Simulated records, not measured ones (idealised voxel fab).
Process module, titled voxel ribs on slabs
The width of the displayed cross-section, cut, is 280 nm; its cells are square, with a size of 5 nm.
Cross-section layout: square cells on a grid; listed as bands, top to bottom; a band spans one or more cell rows.
First you get the band's top height and its bottom height, in nm, and then the materials it's made of, left to right, with each width in nm. If you see a single material with "everywhere", that one covers the band edge to edge. "empty" is empty space.
It should be noted that heights are counted from 0, beneath which the wafer as supplied is of one material throughout, and that the lowest band possesses no lower boundary but continues downward, as written in "0 and below".
A width given as "30 to 40" starts at the first number in the band's top row and ends at the second number in its bottom row, shifting by an equal amount at every step from row to row.
Where the words "left unchanged" appear for a step, the cross-section shows no cell changed by that step; every cell remained as before.
The entry titled "Closed cavity list" provides the empty spaces that have no open way to the top, restricted to those of 8 cells or more. Each is presented as width x height at distance, the distance being measured from the left edge, with all three in nm.
The remark found on a step's line after its settings is issued by the simulator itself and pertains to that step.
What "overlay nm" on a step's line means: if the step has a mask, that mask lay this far to the right of its planned place, or, when the value is negative, to the left.

Below is the list of planned process steps
- 1: RECEIVE, material Si
- 2: DIRECTIONAL_DEP, material SiO2, thk nm 25
- 3: DIRECTIONAL_DEP, material SiN, thk nm 25
- 4: DIRECTIONAL_DEP, material aC, thk nm 15
- 5: PATTERN, tone cover, mask id RIB, material resist, width nm 30, thk nm 35, overlay nm 0
- 6: DIRECTIONAL_ETCH, etch materials aC, depth nm 15
- 7: STRIP, etch materials resist
- 8: DIRECTIONAL_ETCH, etch materials SiN, depth nm 10
- 9: STRIP, etch materials aC
- 10: DIRECTIONAL_DEP, material aC, thk nm 10
- 11: PATTERN, tone cover, mask id SLAB, material resist, width nm 90, thk nm 25, overlay nm 0
- 12: DIRECTIONAL_ETCH, etch materials aC, depth nm 10
- 13: STRIP, etch materials resist
- 14: DIRECTIONAL_ETCH, etch materials SiN, depth nm 15
- 15: STRIP, etch materials aC
- 16: FILL_DEP, material SiO2, thk nm 25
- 17: CMP, height nm 65
- 18: DIRECTIONAL_DEP, material TiN, thk nm 5
- 19: DIRECTIONAL_DEP, material aC, thk nm 15
- 20: PATTERN, tone cover, mask id HEATER, material resist, width nm 40, thk nm 35, overlay nm 0
- 21: DIRECTIONAL_ETCH, etch materials aC, depth nm 15
- 22: STRIP, etch materials resist
- 23: DIRECTIONAL_ETCH, etch materials TiN, depth nm 5
- 24: STRIP, etch materials aC
- 25: CONFORMAL_DEP, material SiO2, thk nm 10

First wafer, two in total, run as planned

Incoming wafer in cross-section (state: after step 1)
- 0 and below | Si everywhere
- Closed cavity list: none

Cross-section of the wafer after step 2
- 25 down to 0 | SiO2 everywhere
- At heights below 0, the structure remains unaltered.

Cross-section of the wafer after step 3
- 50 down to 25 | SiN everywhere
- At heights below 25, the structure remains unaltered.

Cross-section of the wafer after step 4
- 65 down to 50 | aC everywhere
- At heights below 50, the structure remains unaltered.

Cross-section of the wafer after step 5
- 100 down to 65 | 125 empty | 30 resist | 125 empty
- At heights below 65, the structure remains unaltered.

Cross-section of the wafer after step 6
- 85 down to 65 | 125 empty | 30 resist | 125 empty
- 65 down to 50 | 125 empty | 30 aC | 125 empty
- At heights below 50, the structure remains unaltered.

Cross-section of the wafer after step 7
- 65 down to 50 | 125 empty | 30 aC | 125 empty
- At heights below 50, the structure remains unaltered.

Cross-section of the wafer after step 8
- 65 down to 50 | 125 empty | 30 aC | 125 empty
- 50 down to 40 | 125 empty | 30 SiN | 125 empty
- At heights below 40, the structure remains unaltered.

Cross-section of the wafer after step 9
- 50 down to 40 | 125 empty | 30 SiN | 125 empty
- At heights below 40, the structure remains unaltered.

Cross-section of the wafer after step 10
- 60 down to 50 | 125 empty | 30 aC | 125 empty
- 50 down to 40 | 125 aC | 30 SiN | 125 aC
- At heights below 40, the structure remains unaltered.

Cross-section of the wafer after step 11
- 85 down to 60 | 95 empty | 90 resist | 95 empty
- 60 down to 50 | 95 empty | 30 resist | 30 aC | 30 resist | 95 empty
- At heights below 50, the structure remains unaltered.

Cross-section of the wafer after step 12
- 75 down to 60 | 95 empty | 90 resist | 95 empty
- 60 down to 50 | 95 empty | 30 resist | 30 aC | 30 resist | 95 empty
- 50 down to 40 | 95 empty | 30 aC | 30 SiN | 30 aC | 95 empty
- At heights below 40, the structure remains unaltered.

Cross-section of the wafer after step 13
- 60 down to 50 | 125 empty | 30 aC | 125 empty
- At heights below 50, the structure remains unaltered.

Cross-section of the wafer after step 14
- 60 down to 50 | 125 empty | 30 aC | 125 empty
- 50 down to 40 | 95 empty | 30 aC | 30 SiN | 30 aC | 95 empty
- 40 down to 25 | 95 empty | 90 SiN | 95 empty
- At heights below 25, the structure remains unaltered.

Cross-section of the wafer after step 15
- 50 down to 40 | 125 empty | 30 SiN | 125 empty
- At heights below 40, the structure remains unaltered.

Cross-section of the wafer after step 16
- 75 down to 50 | SiO2 everywhere
- 50 down to 40 | 125 SiO2 | 30 SiN | 125 SiO2
- 40 down to 25 | 95 SiO2 | 90 SiN | 95 SiO2
- At heights below 25, the structure remains unaltered.

Cross-section of the wafer after step 17
- 65 down to 50 | SiO2 everywhere
- At heights below 50, the structure remains unaltered.

Cross-section of the wafer after step 18
- 70 down to 65 | TiN everywhere
- At heights below 65, the structure remains unaltered.

Cross-section of the wafer after step 19
- 85 down to 70 | aC everywhere
- At heights below 70, the structure remains unaltered.

Cross-section of the wafer after step 20
- 120 down to 85 | 120 empty | 40 resist | 120 empty
- At heights below 85, the structure remains unaltered.

Cross-section of the wafer after step 21
- 105 down to 85 | 120 empty | 40 resist | 120 empty
- 85 down to 70 | 120 empty | 40 aC | 120 empty
- At heights below 70, the structure remains unaltered.

Cross-section of the wafer after step 22
- 85 down to 70 | 120 empty | 40 aC | 120 empty
- At heights below 70, the structure remains unaltered.

Cross-section of the wafer after step 23
- 85 down to 70 | 120 empty | 40 aC | 120 empty
- 70 down to 65 | 120 empty | 40 TiN | 120 empty
- At heights below 65, the structure remains unaltered.

Cross-section of the wafer after step 24
- 70 down to 65 | 120 empty | 40 TiN | 120 empty
- At heights below 65, the structure remains unaltered.

Cross-section of the wafer after step 25
- 80 down to 75 | 110 empty | 60 SiO2 | 110 empty
- 75 down to 70 | SiO2 everywhere
- 70 down to 65 | 120 SiO2 | 40 TiN | 120 SiO2
- At heights below 65, the structure remains unaltered.

The Second Wafer: Common Origin and Plan, One Mistake in Execution, Identical to the First Through Step 10

The second wafer in cross-section, at the planned close of step 11
- 85 down to 60 | 95 resist | 90 empty | 95 resist
- 60 down to 50 | 95 resist | 30 empty | 30 aC | 30 empty | 95 resist
- At heights below 50, the structure remains unaltered.

The second wafer in cross-section, at the planned close of step 12
- 75 down to 50 | 95 resist | 90 empty | 95 resist
- 50 down to 40 | 95 aC | 30 empty | 30 SiN | 30 empty | 95 aC
- At heights below 40, the structure remains unaltered.

The second wafer in cross-section, at the planned close of step 13
- 50 down to 40 | 95 aC | 30 empty | 30 SiN | 30 empty | 95 aC
- At heights below 40, the structure remains unaltered.

The second wafer in cross-section, at the planned close of step 14
- 50 down to 40 | 95 aC | 90 empty | 95 aC
- 40 down to 35 | 95 SiN | 90 empty | 95 SiN
- 35 down to 25 | 95 SiN | 30 empty | 30 SiN | 30 empty | 95 SiN
- At heights below 25, the structure remains unaltered.

The second wafer in cross-section, at the planned close of step 15
- 40 down to 35 | 95 SiN | 90 empty | 95 SiN
- At heights below 35, the structure remains unaltered.

The second wafer in cross-section, at the planned close of step 16
- 65 down to 40 | SiO2 everywhere
- 40 down to 35 | 95 SiN | 90 SiO2 | 95 SiN
- 35 down to 25 | 95 SiN | 30 SiO2 | 30 SiN | 30 SiO2 | 95 SiN
- At heights below 25, the structure remains unaltered.

The second wafer in cross-section, at the planned close of step 17: left unchanged

The second wafer in cross-section, at the planned close of step 18
- 70 down to 65 | TiN everywhere
- At heights below 65, the structure remains unaltered.

The second wafer in cross-section, at the planned close of step 19
- 85 down to 70 | aC everywhere
- At heights below 70, the structure remains unaltered.

The second wafer in cross-section, at the planned close of step 20
- 120 down to 85 | 120 empty | 40 resist | 120 empty
- At heights below 85, the structure remains unaltered.

The second wafer in cross-section, at the planned close of step 21
- 105 down to 85 | 120 empty | 40 resist | 120 empty
- 85 down to 70 | 120 empty | 40 aC | 120 empty
- At heights below 70, the structure remains unaltered.

The second wafer in cross-section, at the planned close of step 22
- 85 down to 70 | 120 empty | 40 aC | 120 empty
- At heights below 70, the structure remains unaltered.

The second wafer in cross-section, at the planned close of step 23
- 85 down to 70 | 120 empty | 40 aC | 120 empty
- 70 down to 65 | 120 empty | 40 TiN | 120 empty
- At heights below 65, the structure remains unaltered.

The second wafer in cross-section, at the planned close of step 24
- 70 down to 65 | 120 empty | 40 TiN | 120 empty
- At heights below 65, the structure remains unaltered.

The second wafer in cross-section, at the planned close of step 25
- 80 down to 75 | 110 empty | 60 SiO2 | 110 empty
- 75 down to 70 | SiO2 everywhere
- 70 down to 65 | 120 SiO2 | 40 TiN | 120 SiO2
- At heights below 65, the structure remains unaltered.
What broke from the plan during processing? step 11 changed vs plan, executed as PATTERN, tone open, mask id SLAB, material resist, width nm 90, thk nm 25, overlay nm 0
Once processing is complete, comparing cell counts shows that the second wafer has more or fewer of certain materials than the first: SiN: 60 more; SiO2: 60 fewer
